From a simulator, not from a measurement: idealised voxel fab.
Module name: voxel released beams (process module)
Each square cell in cross-section cut measures 5 nm, and the section as a whole is 140 nm wide.
Square cells in a grid make up a cross-section in this document, and the grid is given as bands, listed from the top down, each one or more rows of cells. In this notation a band is specified by the heights of its top and bottom, in that order and in nm, after which its materials appear from left to right, each paired with its width in nm. The word "throughout" attached to a single material means that material fills the band from edge to edge; the word "blank" stands for empty space. Convention: height 0 is the level below which the wafer, as received, is all one material. The lowest band does not terminate at the bottom but continues downward, represented as "0 nm and below". The expression "30..40" gives the width at the extremes of the band, the first number at its top row of cells and the second at its bottom row, with the width changing by equal amounts from each row to the next in between. Where the words "no modification" appear for a step, the cross-section shows no cell changed by that step; every cell remained as before. In the "Completely sealed voids" entry, you get each enclosed empty space of 8 cells or more, one with no open way to the top, written width x height at distance, distance from the left edge, in nm. Whatever follows a step's settings on its line is a remark the simulator itself makes about that step. For masked steps, "overlay nm" on the step line gives how far right of plan the mask actually lay; a minus sign means it lay to the left.

-- So here's the lineup of process steps we planned
1) RECEIVE [material Si]
2) CONFORMAL_DEP [material Al2O3] [thk nm 10]
3) DIRECTIONAL_DEP [material SiO2] [thk nm 20]
4) DIRECTIONAL_DEP [material aC] [thk nm 10]
5) PATTERN [tone open] [mask id ANCHOR] [material resist] [width nm 35] [thk nm 25] [overlay nm 0]
6) DIRECTIONAL_ETCH [etch materials aC] [depth nm 10]
7) STRIP [etch materials resist]
8) DIRECTIONAL_ETCH [etch materials SiO2] [depth nm 20]
9) STRIP [etch materials aC]
10) CONFORMAL_DEP [material W] [thk nm 15]
11) MASKED_ETCH [tone cover] [mask id BEAM] [width nm 105] [etch materials W] [depth nm 15] [overlay nm 0]
12) STRIP [etch materials SiO2]

-- Here's what the wafer looked like in cross-section when it arrived - that's after step 1
> 0 nm and below: Si throughout
> Completely sealed voids: none

-- The plan above was carried out on the starting structure above with one mistake, and this cross-section shows the wafer at the end of the module
> 45 nm to 30 nm: blank 15, then W 105, then blank 20
> 30 nm to 20 nm: Al2O3 throughout
> 20 nm to 0 nm: SiO2 throughout
> 0 nm and below: Si throughout
> Completely sealed voids: none
Error vs. plan: deviation from plan: step 3 and step 2 executed in one another's positions
